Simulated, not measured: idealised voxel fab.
Process module, titled voxel self aligned contacts
Pictured: cross-section cut, 250 nm wide, on a grid of 5 nm square cells.
Reading order for cross-sections: top band down to bottom band. Underlying form: a grid of square cells. Band size: one or more rows of cells.
Heights first: top, then bottom, in nm. Then materials, left to right, each with a width in nm. "throughout" on a single material: fills the band edge to edge. "blank": empty space.
Where do heights start? At 0: under that level the wafer as delivered is made of one material only. And the lowest band has no floor; it just carries on downward, as in "0 down".
Top row gets the first number, bottom row gets the second, and each row in between changes by the same step: that is how a band width like "30 to 40" works.
Reading "all unchanged" for a step: not a cell of the cross-section changed in it.
"Closed void listing" contains a list of empty spaces, each no smaller than 8 cells and without an open way to the top, written in the form width x height at distance with the distance from the left edge and all three in nm.
Whatever follows a step's settings on its line is a remark the simulator itself makes about that step.
"overlay nm" answers the question of how far to the right of plan the mask lay on a step that has a mask, and when it is negative the answer is to the left.
So here's the lineup of process steps we planned
1 RECEIVE: material Si
2 OXIDIZE: depth nm 5
3 DIRECTIONAL_DEP: material polySi, thk nm 25
4 DIRECTIONAL_DEP: material SiN, thk nm 20
5 DIRECTIONAL_DEP: material aC, thk nm 15
6 PATTERN: tone cover, mask id GATE, material resist, width nm 30, pitch nm 75, thk nm 30, overlay nm 0
7 DIRECTIONAL_ETCH: etch materials aC, depth nm 15
8 STRIP: etch materials resist
9 DIRECTIONAL_ETCH: etch materials SiN, depth nm 20
10 DIRECTIONAL_ETCH: etch materials polySi, depth nm 25
11 STRIP: etch materials aC
12 CONFORMAL_DEP: material SiN, thk nm 10
13 DIRECTIONAL_ETCH: etch materials SiN, depth nm 10
14 FILL_DEP: material SiO2, thk nm 15
15 CMP: height nm 55
16 DIRECTIONAL_DEP: material aC, thk nm 15
17 PATTERN: tone open, mask id CONTACT, material resist, width nm 55, thk nm 30, overlay nm 0
18 DIRECTIONAL_ETCH: etch materials aC, depth nm 15
19 STRIP: etch materials resist
20 DIRECTIONAL_ETCH: etch materials SiO2, depth nm 60
21 STRIP: etch materials aC
22 CONFORMAL_DEP: material TiN, thk nm 5
23 FILL_DEP: material W, thk nm 5
24 CMP: height nm 55
25 CONFORMAL_DEP: material SiCN, thk nm 5
The first wafer of two, processed as planned
As-received state of the wafer in cross-section, equivalent to post-step 1
* 0 down | Si throughout
* Closed void listing: none
So this is the wafer cross-section right after step 2
* 0 to -5 | SiO2 throughout
* Below -5, the layers are the same as they were.
So this is the wafer cross-section right after step 3
* 25 to 0 | polySi throughout
* Below 0, the layers are the same as they were.
So this is the wafer cross-section right after step 4
* 45 to 25 | SiN throughout
* Below 25, the layers are the same as they were.
So this is the wafer cross-section right after step 5
* 60 to 45 | aC throughout
* Below 45, the layers are the same as they were.
So this is the wafer cross-section right after step 6
* 90 to 60 | blank 70 nm, then resist 30 nm, then blank 45 nm, then resist 30 nm, then blank 75 nm
* Below 60, the layers are the same as they were.
So this is the wafer cross-section right after step 7
* 75 to 60 | blank 70 nm, then resist 30 nm, then blank 45 nm, then resist 30 nm, then blank 75 nm
* 60 to 45 | blank 70 nm, then aC 30 nm, then blank 45 nm, then aC 30 nm, then blank 75 nm
* Below 45, the layers are the same as they were.
So this is the wafer cross-section right after step 8
* 60 to 45 | blank 70 nm, then aC 30 nm, then blank 45 nm, then aC 30 nm, then blank 75 nm
* Below 45, the layers are the same as they were.
So this is the wafer cross-section right after step 9
* 60 to 45 | blank 70 nm, then aC 30 nm, then blank 45 nm, then aC 30 nm, then blank 75 nm
* 45 to 25 | blank 70 nm, then SiN 30 nm, then blank 45 nm, then SiN 30 nm, then blank 75 nm
* Below 25, the layers are the same as they were.
So this is the wafer cross-section right after step 10
* 60 to 45 | blank 70 nm, then aC 30 nm, then blank 45 nm, then aC 30 nm, then blank 75 nm
* 45 to 25 | blank 70 nm, then SiN 30 nm, then blank 45 nm, then SiN 30 nm, then blank 75 nm
* 25 to 0 | blank 70 nm, then polySi 30 nm, then blank 45 nm, then polySi 30 nm, then blank 75 nm
* Below 0, the layers are the same as they were.
So this is the wafer cross-section right after step 11
* 45 to 25 | blank 70 nm, then SiN 30 nm, then blank 45 nm, then SiN 30 nm, then blank 75 nm
* Below 25, the layers are the same as they were.
So this is the wafer cross-section right after step 12
* 55 to 25 | blank 60 nm, then SiN 50 nm, then blank 25 nm, then SiN 50 nm, then blank 65 nm
* 25 to 10 | blank 60 nm, then SiN 10 nm, then polySi 30 nm, then SiN 10 nm, then blank 25 nm, then SiN 10 nm, then polySi 30 nm, then SiN 10 nm, then blank 65 nm
* 10 to 0 | SiN 70 nm, then polySi 30 nm, then SiN 45 nm, then polySi 30 nm, then SiN 75 nm
* Below 0, the layers are the same as they were.
So this is the wafer cross-section right after step 13
* 45 to 25 | blank 60 nm, then SiN 50 nm, then blank 25 nm, then SiN 50 nm, then blank 65 nm
* 25 to 0 | blank 60 nm, then SiN 10 nm, then polySi 30 nm, then SiN 10 nm, then blank 25 nm, then SiN 10 nm, then polySi 30 nm, then SiN 10 nm, then blank 65 nm
* Below 0, the layers are the same as they were.
So this is the wafer cross-section right after step 14
* 60 to 45 | SiO2 throughout
* 45 to 25 | SiO2 60 nm, then SiN 50 nm, then SiO2 25 nm, then SiN 50 nm, then SiO2 65 nm
* 25 to 0 | SiO2 60 nm, then SiN 10 nm, then polySi 30 nm, then SiN 10 nm, then SiO2 25 nm, then SiN 10 nm, then polySi 30 nm, then SiN 10 nm, then SiO2 65 nm
* Below 0, the layers are the same as they were.
So this is the wafer cross-section right after step 15
* 55 to 45 | SiO2 throughout
* Below 45, the layers are the same as they were.
So this is the wafer cross-section right after step 16
* 70 to 55 | aC throughout
* Below 55, the layers are the same as they were.
So this is the wafer cross-section right after step 17
* 100 to 70 | resist 95 nm, then blank 55 nm, then resist 100 nm
* Below 70, the layers are the same as they were.
So this is the wafer cross-section right after step 18
* 85 to 70 | resist 95 nm, then blank 55 nm, then resist 100 nm
* 70 to 55 | aC 95 nm, then blank 55 nm, then aC 100 nm
* Below 55, the layers are the same as they were.
So this is the wafer cross-section right after step 19
* 70 to 55 | aC 95 nm, then blank 55 nm, then aC 100 nm
* Below 55, the layers are the same as they were.
So this is the wafer cross-section right after step 20
* 70 to 55 | aC 95 nm, then blank 55 nm, then aC 100 nm
* 55 to 45 | SiO2 95 nm, then blank 55 nm, then SiO2 100 nm
* 45 to 25 | SiO2 60 nm, then SiN 50 nm, then blank 25 nm, then SiN 50 nm, then SiO2 65 nm
* 25 to 0 | SiO2 60 nm, then SiN 10 nm, then polySi 30 nm, then SiN 10 nm, then blank 25 nm, then SiN 10 nm, then polySi 30 nm, then SiN 10 nm, then SiO2 65 nm
* 0 to -5 | SiO2 110 nm, then blank 25 nm, then SiO2 115 nm
* Below -5, the layers are the same as they were.
So this is the wafer cross-section right after step 21
* 55 to 45 | SiO2 95 nm, then blank 55 nm, then SiO2 100 nm
* Below 45, the layers are the same as they were.
So this is the wafer cross-section right after step 22
* 60 to 55 | TiN 100 nm, then blank 45 nm, then TiN 105 nm
* 55 to 45 | SiO2 95 nm, then TiN 5 to 20 nm, then blank 45 to 15 nm, then TiN 5 to 20 nm, then SiO2 100 nm
* 45 to 25 | SiO2 60 nm, then SiN 50 nm, then TiN 5 nm, then blank 15 nm, then TiN 5 nm, then SiN 50 nm, then SiO2 65 nm
* 25 to 0 | SiO2 60 nm, then SiN 10 nm, then polySi 30 nm, then SiN 10 nm, then TiN 5 nm, then blank 15 nm, then TiN 5 nm, then SiN 10 nm, then polySi 30 nm, then SiN 10 nm, then SiO2 65 nm
* 0 to -5 | SiO2 110 nm, then TiN 25 nm, then SiO2 115 nm
* Below -5, the layers are the same as they were.
So this is the wafer cross-section right after step 23
* 65 to 60 | W throughout
* 60 to 55 | TiN 100 nm, then W 45 nm, then TiN 105 nm
* 55 to 45 | SiO2 95 nm, then TiN 5 to 20 nm, then W 45 to 15 nm, then TiN 5 to 20 nm, then SiO2 100 nm
* 45 to 25 | SiO2 60 nm, then SiN 50 nm, then TiN 5 nm, then W 15 nm, then TiN 5 nm, then SiN 50 nm, then SiO2 65 nm
* 25 to 0 | SiO2 60 nm, then SiN 10 nm, then polySi 30 nm, then SiN 10 nm, then TiN 5 nm, then W 15 nm, then TiN 5 nm, then SiN 10 nm, then polySi 30 nm, then SiN 10 nm, then SiO2 65 nm
* Below 0, the layers are the same as they were.
So this is the wafer cross-section right after step 24
* 55 to 45 | SiO2 95 nm, then TiN 5 to 20 nm, then W 45 to 15 nm, then TiN 5 to 20 nm, then SiO2 100 nm
* Below 45, the layers are the same as they were.
So this is the wafer cross-section right after step 25
* 60 to 55 | SiCN throughout
* Below 55, the layers are the same as they were.
Here the second wafer is described. Its start and its plan were those of the first wafer. Its run contained one mistake. Up to and including step 1, it did exactly what the first wafer did
Cross-section of the second wafer at the time by which step 2 should have been completed according to the plan
* 25 to 0 | polySi throughout
* Below 0, the layers are the same as they were.
Cross-section of the second wafer at the time by which step 3 should have been completed according to the plan
* 25 to 20 | SiO2 throughout
* Below 20, the layers are the same as they were.
Cross-section of the second wafer at the time by which step 4 should have been completed according to the plan
* 45 to 25 | SiN throughout
* Below 25, the layers are the same as they were.
Cross-section of the second wafer at the time by which step 5 should have been completed according to the plan
* 60 to 45 | aC throughout
* Below 45, the layers are the same as they were.
Cross-section of the second wafer at the time by which step 6 should have been completed according to the plan
* 90 to 60 | blank 70 nm, then resist 30 nm, then blank 45 nm, then resist 30 nm, then blank 75 nm
* Below 60, the layers are the same as they were.
Cross-section of the second wafer at the time by which step 7 should have been completed according to the plan
* 75 to 60 | blank 70 nm, then resist 30 nm, then blank 45 nm, then resist 30 nm, then blank 75 nm
* 60 to 45 | blank 70 nm, then aC 30 nm, then blank 45 nm, then aC 30 nm, then blank 75 nm
* Below 45, the layers are the same as they were.
Cross-section of the second wafer at the time by which step 8 should have been completed according to the plan
* 60 to 45 | blank 70 nm, then aC 30 nm, then blank 45 nm, then aC 30 nm, then blank 75 nm
* Below 45, the layers are the same as they were.
Cross-section of the second wafer at the time by which step 9 should have been completed according to the plan
* 60 to 45 | blank 70 nm, then aC 30 nm, then blank 45 nm, then aC 30 nm, then blank 75 nm
* 45 to 25 | blank 70 nm, then SiN 30 nm, then blank 45 nm, then SiN 30 nm, then blank 75 nm
* Below 25, the layers are the same as they were.
Cross-section of the second wafer at the time by which step 10 should have been completed according to the plan: all unchanged
Cross-section of the second wafer at the time by which step 11 should have been completed according to the plan
* 45 to 25 | blank 70 nm, then SiN 30 nm, then blank 45 nm, then SiN 30 nm, then blank 75 nm
* Below 25, the layers are the same as they were.
Cross-section of the second wafer at the time by which step 12 should have been completed according to the plan
* 55 to 35 | blank 60 nm, then SiN 50 nm, then blank 25 nm, then SiN 50 nm, then blank 65 nm
* 35 to 25 | SiN throughout
* Below 25, the layers are the same as they were.
Cross-section of the second wafer at the time by which step 13 should have been completed according to the plan
* 45 to 25 | blank 60 nm, then SiN 50 nm, then blank 25 nm, then SiN 50 nm, then blank 65 nm
* Below 25, the layers are the same as they were.
Cross-section of the second wafer at the time by which step 14 should have been completed according to the plan
* 60 to 45 | SiO2 throughout
* 45 to 25 | SiO2 60 nm, then SiN 50 nm, then SiO2 25 nm, then SiN 50 nm, then SiO2 65 nm
* Below 25, the layers are the same as they were.
Cross-section of the second wafer at the time by which step 15 should have been completed according to the plan
* 55 to 45 | SiO2 throughout
* Below 45, the layers are the same as they were.
Cross-section of the second wafer at the time by which step 16 should have been completed according to the plan
* 70 to 55 | aC throughout
* Below 55, the layers are the same as they were.
Cross-section of the second wafer at the time by which step 17 should have been completed according to the plan
* 100 to 70 | resist 95 nm, then blank 55 nm, then resist 100 nm
* Below 70, the layers are the same as they were.
Cross-section of the second wafer at the time by which step 18 should have been completed according to the plan
* 85 to 70 | resist 95 nm, then blank 55 nm, then resist 100 nm
* 70 to 55 | aC 95 nm, then blank 55 nm, then aC 100 nm
* Below 55, the layers are the same as they were.
Cross-section of the second wafer at the time by which step 19 should have been completed according to the plan
* 70 to 55 | aC 95 nm, then blank 55 nm, then aC 100 nm
* Below 55, the layers are the same as they were.
Cross-section of the second wafer at the time by which step 20 should have been completed according to the plan
* 70 to 55 | aC 95 nm, then blank 55 nm, then aC 100 nm
* 55 to 45 | SiO2 95 nm, then blank 55 nm, then SiO2 100 nm
* 45 to 25 | SiO2 60 nm, then SiN 50 nm, then blank 25 nm, then SiN 50 nm, then SiO2 65 nm
* 25 to 20 | SiO2 110 nm, then blank 25 nm, then SiO2 115 nm
* Below 20, the layers are the same as they were.
Cross-section of the second wafer at the time by which step 21 should have been completed according to the plan
* 55 to 45 | SiO2 95 nm, then blank 55 nm, then SiO2 100 nm
* Below 45, the layers are the same as they were.
Cross-section of the second wafer at the time by which step 22 should have been completed according to the plan
* 60 to 55 | TiN 100 nm, then blank 45 nm, then TiN 105 nm
* 55 to 45 | SiO2 95 nm, then TiN 5 to 20 nm, then blank 45 to 15 nm, then TiN 5 to 20 nm, then SiO2 100 nm
* 45 to 25 | SiO2 60 nm, then SiN 50 nm, then TiN 5 nm, then blank 15 nm, then TiN 5 nm, then SiN 50 nm, then SiO2 65 nm
* 25 to 20 | SiO2 110 nm, then TiN 25 nm, then SiO2 115 nm
* Below 20, the layers are the same as they were.
Cross-section of the second wafer at the time by which step 23 should have been completed according to the plan
* 65 to 60 | W throughout
* 60 to 55 | TiN 100 nm, then W 45 nm, then TiN 105 nm
* 55 to 45 | SiO2 95 nm, then TiN 5 to 20 nm, then W 45 to 15 nm, then TiN 5 to 20 nm, then SiO2 100 nm
* 45 to 25 | SiO2 60 nm, then SiN 50 nm, then TiN 5 nm, then W 15 nm, then TiN 5 nm, then SiN 50 nm, then SiO2 65 nm
* Below 25, the layers are the same as they were.
Cross-section of the second wafer at the time by which step 24 should have been completed according to the plan
* 55 to 45 | SiO2 95 nm, then TiN 5 to 20 nm, then W 45 to 15 nm, then TiN 5 to 20 nm, then SiO2 100 nm
* Below 45, the layers are the same as they were.
Cross-section of the second wafer at the time by which step 25 should have been completed according to the plan
* 60 to 55 | SiCN throughout
* Below 55, the layers are the same as they were.
Processing error: order of steps 2 and 3 inverted relative to the plan
At the finish, the second wafer shows more or fewer cells for some materials than the first does: Si: 50 more; SiN: 40 fewer; SiO2: 125 fewer; TiN: 10 fewer; W: 15 fewer; polySi: 140 more
